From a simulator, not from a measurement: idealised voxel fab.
This section sets out a process module, namely voxel quadruple lines.
This is section cut - it's 280 nm across, gridded in 5 nm square cells.
Cross-section spec: square-cell grid; bands listed top down; each band is one or more rows.
The band entry comprises the height of the band's top followed by the height of its bottom, expressed in nm, and subsequently the band's materials from left to right, each stated together with its width in nm. Where a single material is marked with the word "everywhere", that material fills the band from edge to edge. The word "blank" represents empty space.
Note: height 0 marks the level under which the wafer is uniformly one material as received. Lowest band unbounded below, written "z 0 and below".
Read "30 to 40" as a graded width: first number on top, second number at the bottom, same change between each pair of neighbouring rows.
You'll sometimes find "no alteration" written for a step, and that's the way of saying that nowhere in the cross-section did a cell change during that step.
Enclosed voids (no open way to top), threshold 8 cells or more, entry "Fully sealed voids", notation width x height at distance, distance from left edge, nm.
Note: text after step settings on the step line = simulator remark on that step.
Regarding "overlay nm": on a step with a mask, it is the distance the mask lay to the right of its planned place; a negative value places it to the left.

### The following list gives the planned process steps
1,RECEIVE [material Si]
2,CONFORMAL_DEP [material SiO2] [thk nm 10]
3,DIRECTIONAL_DEP [material W] [thk nm 15]
4,DIRECTIONAL_DEP [material polySi] [thk nm 20]
5,DIRECTIONAL_DEP [material aC] [thk nm 20]
6,PATTERN [tone cover] [mask id MANDREL] [material resist] [width nm 30] [thk nm 25] [overlay nm 0]
7,DIRECTIONAL_ETCH [etch materials aC] [depth nm 20]
8,STRIP [etch materials resist]
9,CONFORMAL_DEP [material SiO2] [thk nm 10]
10,DIRECTIONAL_ETCH [etch materials SiO2] [depth nm 10]
11,STRIP [etch materials aC]
12,DIRECTIONAL_ETCH [etch materials polySi] [depth nm 20]
13,STRIP [etch materials SiO2]
14,CONFORMAL_DEP [material SiN] [thk nm 10]
15,DIRECTIONAL_ETCH [etch materials SiN] [depth nm 10]
16,STRIP [etch materials polySi]
17,DIRECTIONAL_ETCH [etch materials W] [depth nm 15]
18,STRIP [etch materials SiN]

### First out of two wafers; run went to plan

### Cross-section of the wafer at receipt, which is the condition after step 1
	z 0 and below | Si everywhere
	Fully sealed voids: none

### The following cross-section depicts the wafer upon completion of step 2
	z 10 to 0 | SiO2 everywhere
	Anything lower than 0 is untouched.

### The following cross-section depicts the wafer upon completion of step 3
	z 25 to 10 | W everywhere
	Anything lower than 10 is untouched.

### The following cross-section depicts the wafer upon completion of step 4
	z 45 to 25 | polySi everywhere
	Anything lower than 25 is untouched.

### The following cross-section depicts the wafer upon completion of step 5
	z 65 to 45 | aC everywhere
	Anything lower than 45 is untouched.

### The following cross-section depicts the wafer upon completion of step 6
	z 90 to 65 | 125 blank; 30 resist; 125 blank
	Anything lower than 65 is untouched.

### The following cross-section depicts the wafer upon completion of step 7
	z 70 to 65 | 125 blank; 30 resist; 125 blank
	z 65 to 45 | 125 blank; 30 aC; 125 blank
	Anything lower than 45 is untouched.

### The following cross-section depicts the wafer upon completion of step 8
	z 65 to 45 | 125 blank; 30 aC; 125 blank
	Anything lower than 45 is untouched.

### The following cross-section depicts the wafer upon completion of step 9
	z 75 to 65 | 115 blank; 50 SiO2; 115 blank
	z 65 to 55 | 115 blank; 10 SiO2; 30 aC; 10 SiO2; 115 blank
	z 55 to 45 | 125 SiO2; 30 aC; 125 SiO2
	Anything lower than 45 is untouched.

### The following cross-section depicts the wafer upon completion of step 10
	z 65 to 45 | 115 blank; 10 SiO2; 30 aC; 10 SiO2; 115 blank
	Anything lower than 45 is untouched.

### The following cross-section depicts the wafer upon completion of step 11
	z 65 to 45 | 115 blank; 10 SiO2; 30 blank; 10 SiO2; 115 blank
	Anything lower than 45 is untouched.

### The following cross-section depicts the wafer upon completion of step 12
	z 65 to 45 | 115 blank; 10 SiO2; 30 blank; 10 SiO2; 115 blank
	z 45 to 25 | 115 blank; 10 polySi; 30 blank; 10 polySi; 115 blank
	Anything lower than 25 is untouched.

### The following cross-section depicts the wafer upon completion of step 13
	z 45 to 25 | 115 blank; 10 polySi; 30 blank; 10 polySi; 115 blank
	Anything lower than 25 is untouched.

### The following cross-section depicts the wafer upon completion of step 14
	z 55 to 45 | 105 blank; 30 SiN; 10 blank; 30 SiN; 105 blank
	z 45 to 35 | 105 blank; 10 SiN; 10 polySi; 10 SiN; 10 blank; 10 SiN; 10 polySi; 10 SiN; 105 blank
	z 35 to 25 | 115 SiN; 10 polySi; 30 SiN; 10 polySi; 115 SiN
	Anything lower than 25 is untouched.

### The following cross-section depicts the wafer upon completion of step 15
	z 45 to 25 | 105 blank; 10 SiN; 10 polySi; 10 SiN; 10 blank; 10 SiN; 10 polySi; 10 SiN; 105 blank
	Anything lower than 25 is untouched.

### The following cross-section depicts the wafer upon completion of step 16
	z 45 to 25 | 105 blank; 10 SiN; 10 blank; 10 SiN; 10 blank; 10 SiN; 10 blank; 10 SiN; 105 blank
	Anything lower than 25 is untouched.

### The following cross-section depicts the wafer upon completion of step 17
	z 45 to 25 | 105 blank; 10 SiN; 10 blank; 10 SiN; 10 blank; 10 SiN; 10 blank; 10 SiN; 105 blank
	z 25 to 10 | 105 blank; 10 W; 10 blank; 10 W; 10 blank; 10 W; 10 blank; 10 W; 105 blank
	Anything lower than 10 is untouched.

### The following cross-section depicts the wafer upon completion of step 18
	z 25 to 10 | 105 blank; 10 W; 10 blank; 10 W; 10 blank; 10 W; 10 blank; 10 W; 105 blank
	Anything lower than 10 is untouched.

### Wafer two. Same start, same plan, one slip in execution. Same as wafer one through step 1, inclusive

Second wafer, section view, time point: scheduled end of step 2: no alteration

### Second wafer, section view, time point: scheduled end of step 3
	z 15 to 0 | W everywhere
	Anything lower than 0 is untouched.

### Second wafer, section view, time point: scheduled end of step 4
	z 35 to 15 | polySi everywhere
	Anything lower than 15 is untouched.

### Second wafer, section view, time point: scheduled end of step 5
	z 55 to 35 | aC everywhere
	Anything lower than 35 is untouched.

### Second wafer, section view, time point: scheduled end of step 6
	z 80 to 55 | 125 blank; 30 resist; 125 blank
	Anything lower than 55 is untouched.

### Second wafer, section view, time point: scheduled end of step 7
	z 60 to 55 | 125 blank; 30 resist; 125 blank
	z 55 to 35 | 125 blank; 30 aC; 125 blank
	Anything lower than 35 is untouched.

### Second wafer, section view, time point: scheduled end of step 8
	z 55 to 35 | 125 blank; 30 aC; 125 blank
	Anything lower than 35 is untouched.

### Second wafer, section view, time point: scheduled end of step 9
	z 65 to 55 | 115 blank; 50 SiO2; 115 blank
	z 55 to 45 | 115 blank; 10 SiO2; 30 aC; 10 SiO2; 115 blank
	z 45 to 35 | 125 SiO2; 30 aC; 125 SiO2
	Anything lower than 35 is untouched.

### Second wafer, section view, time point: scheduled end of step 10
	z 55 to 35 | 115 blank; 10 SiO2; 30 aC; 10 SiO2; 115 blank
	Anything lower than 35 is untouched.

### Second wafer, section view, time point: scheduled end of step 11
	z 55 to 35 | 115 blank; 10 SiO2; 30 blank; 10 SiO2; 115 blank
	Anything lower than 35 is untouched.

### Second wafer, section view, time point: scheduled end of step 12
	z 55 to 35 | 115 blank; 10 SiO2; 30 blank; 10 SiO2; 115 blank
	z 35 to 15 | 115 blank; 10 polySi; 30 blank; 10 polySi; 115 blank
	Anything lower than 15 is untouched.

### Second wafer, section view, time point: scheduled end of step 13
	z 35 to 15 | 115 blank; 10 polySi; 30 blank; 10 polySi; 115 blank
	Anything lower than 15 is untouched.

### Second wafer, section view, time point: scheduled end of step 14
	z 45 to 35 | 105 blank; 30 SiN; 10 blank; 30 SiN; 105 blank
	z 35 to 25 | 105 blank; 10 SiN; 10 polySi; 10 SiN; 10 blank; 10 SiN; 10 polySi; 10 SiN; 105 blank
	z 25 to 15 | 115 SiN; 10 polySi; 30 SiN; 10 polySi; 115 SiN
	Anything lower than 15 is untouched.

### Second wafer, section view, time point: scheduled end of step 15
	z 35 to 15 | 105 blank; 10 SiN; 10 polySi; 10 SiN; 10 blank; 10 SiN; 10 polySi; 10 SiN; 105 blank
	Anything lower than 15 is untouched.

### Second wafer, section view, time point: scheduled end of step 16
	z 35 to 15 | 105 blank; 10 SiN; 10 blank; 10 SiN; 10 blank; 10 SiN; 10 blank; 10 SiN; 105 blank
	Anything lower than 15 is untouched.

### Second wafer, section view, time point: scheduled end of step 17
	z 35 to 15 | 105 blank; 10 SiN; 10 blank; 10 SiN; 10 blank; 10 SiN; 10 blank; 10 SiN; 105 blank
	z 15 to 0 | 105 blank; 10 W; 10 blank; 10 W; 10 blank; 10 W; 10 blank; 10 W; 105 blank
	Anything lower than 0 is untouched.

### Second wafer, section view, time point: scheduled end of step 18
	z 15 to 0 | 105 blank; 10 W; 10 blank; 10 W; 10 blank; 10 W; 10 blank; 10 W; 105 blank
	Anything lower than 0 is untouched.
Which mistake was made when the wafer was run? plan step 2 was not performed, having been skipped
Bottom line after processing is that, in cells, the second wafer is up or down on some materials versus the first: 112 fewer of SiO2
